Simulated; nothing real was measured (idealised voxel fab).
process module | voxel transistor to metal
cross-section cut | 175 nm wide | cells 5 nm
A cross-section is a grid of square cells, given in bands from the top down. A band is one or more rows of cells.
Each band's line starts with the height of the band's top and of its bottom, in nm. Then come its materials from left to right, each with its width in nm. One material with "throughout" fills the band from edge to edge. "air" is empty space.
Height 0 is the level under which the wafer as received is all one material. The lowest band goes on downwards, as in "0 down".
A width such as "30 to 40" changes by the same amount from each row of cells to the next, from the band's top row to its bottom row.
"no change" after a step means that no cell of the cross-section changed.
closed voids: empty space of 8 cells or more with no open way to the top, each as width x height at its distance from the left edge, in nm
after a step's settings: what the simulator itself notes on the step
overlay nm, on a step with a mask: how far to the right of its planned place the mask lay; to the left if negative
plan
1 op RECEIVE | material Si
2 op OXIDIZE | depth nm 5
3 op CONFORMAL_DEP | material SiN | thk nm 15
4 op DIRECTIONAL_DEP | material aC | thk nm 10
5 op PATTERN | tone cover | mask id ACTIVE | material resist | width nm 105 | thk nm 30 | overlay nm 0
6 op DIRECTIONAL_ETCH | etch materials aC | depth nm 10
7 op STRIP | etch materials resist
8 op DIRECTIONAL_ETCH | etch materials SiN | depth nm 15
9 op DIRECTIONAL_ETCH | etch materials SiO2 | depth nm 5
10 op DIRECTIONAL_ETCH | etch materials Si | depth nm 35
11 op STRIP | etch materials aC
12 op OXIDIZE | depth nm 5
13 op FILL_DEP | material SiO2 | thk nm 5
14 op CMP | height nm 15
15 op SELECTIVE_ETCH | etch materials SiO2 | depth nm 5
16 op STRIP | etch materials SiN
17 op SELECTIVE_ETCH | etch materials SiO2 | depth nm 5
18 op OXIDIZE | depth nm 5
19 op DIRECTIONAL_DEP | material polySi | thk nm 25
20 op DIRECTIONAL_DEP | material SiCN | thk nm 10
21 op PATTERN | tone cover | mask id GATE | material resist | width nm 15 | thk nm 20 | overlay nm 0
22 op DIRECTIONAL_ETCH | etch materials SiCN | depth nm 20
23 op DIRECTIONAL_ETCH | etch materials polySi | depth nm 35
24 op STRIP | etch materials resist
25 op CONFORMAL_DEP | material SiO2 | thk nm 5
26 op DIRECTIONAL_ETCH | etch materials SiO2 | depth nm 5
27 op CONFORMAL_DEP | material SiN | thk nm 5
28 op DIRECTIONAL_ETCH | etch materials SiN | depth nm 5
29 op DIRECTIONAL_ETCH | etch materials SiO2 | depth nm 5
30 op DIRECTIONAL_ETCH | etch materials Si | depth nm 5
31 op EPI | material pSi | thk nm 5
32 op FILL_DEP | material SiO2 | thk nm 5
33 op CMP | height nm 30
34 op DIRECTIONAL_DEP | material SiO2 | thk nm 15
35 op DIRECTIONAL_DEP | material aC | thk nm 10
36 op PATTERN | tone open | mask id CONTACT | material resist | width nm 30 | pitch nm 55 | thk nm 30 | overlay nm 0
37 op DIRECTIONAL_ETCH | etch materials aC | depth nm 10
38 op STRIP | etch materials resist
39 op DIRECTIONAL_ETCH | etch materials SiO2 | depth nm 55
40 op STRIP | etch materials aC
41 op CONFORMAL_DEP | material TiN | thk nm 5
42 op FILL_DEP | material W | thk nm 5
43 op CMP | height nm 45
44 op CONFORMAL_DEP | material SiN | thk nm 5
45 op DIRECTIONAL_DEP | material SiO2 | thk nm 15
46 op PATTERN | tone open | mask id METAL_1 | material resist | width nm 20 | pitch nm 65 | thk nm 20 | overlay nm 0
47 op DIRECTIONAL_ETCH | etch materials SiO2 | depth nm 15
48 op DIRECTIONAL_ETCH | etch materials SiN | depth nm 5
49 op STRIP | etch materials resist
50 op CONFORMAL_DEP | material TiN | thk nm 5
51 op FILL_DEP | material Ru | thk nm 5
52 op CMP | height nm 65
53 op EPI | material Ru | thk nm 5
54 op FILL_DEP | material SiCN | thk nm 5
as received, after step 1
  0 down: Si throughout
  closed voids: none
a wafer at the end: this start, this plan, one mistake
  70 to 65: SiCN throughout
  65 to 50: aC throughout
  50 to 45: SiN throughout
  45 to 35: SiO2 45 | TiN 5 | W 20 | TiN 5 | SiO2 25 | TiN 5 | W 20 | TiN 5 | SiO2 45
  35 to 30: SiO2 45 | TiN 5 | W 15 | TiN 10 | SiO2 25 | TiN 10 | W 15 | TiN 5 | SiO2 45
  30 to 20: SiO2 45 | TiN 5 | W 15 | TiN 5 | SiN 5 | SiO2 5 | SiCN 15 | SiO2 5 | SiN 5 | TiN 5 | W 15 | TiN 5 | SiO2 45
  20 to 5: SiO2 45 | TiN 5 | W 15 | TiN 5 | SiN 5 | SiO2 5 | polySi 15 | SiO2 5 | SiN 5 | TiN 5 | W 15 | TiN 5 | SiO2 45
  5 to -5: SiO2 35 | SiN 5 | SiO2 5 | TiN 5 | W 15 to 10 | TiN 5 to 10 | SiN 5 | SiO2 5 | polySi 15 | SiO2 5 | SiN 5 | TiN 5 to 10 | W 15 to 10 | TiN 5 | SiO2 5 | SiN 5 | SiO2 35
  -5 to -10: SiO2 45 | TiN 20 | pSi 5 | SiO2 35 | pSi 5 | TiN 20 | SiO2 45
  -10 to -15: SiO2 40 | pSi 30 | Si 35 | pSi 30 | SiO2 40
  -15 to -45: SiO2 40 | Si 95 | SiO2 40
  -45 down: Si throughout
  closed voids: none
what went wrong: step 45 ran as: op DIRECTIONAL_DEP | material aC | thk nm 15
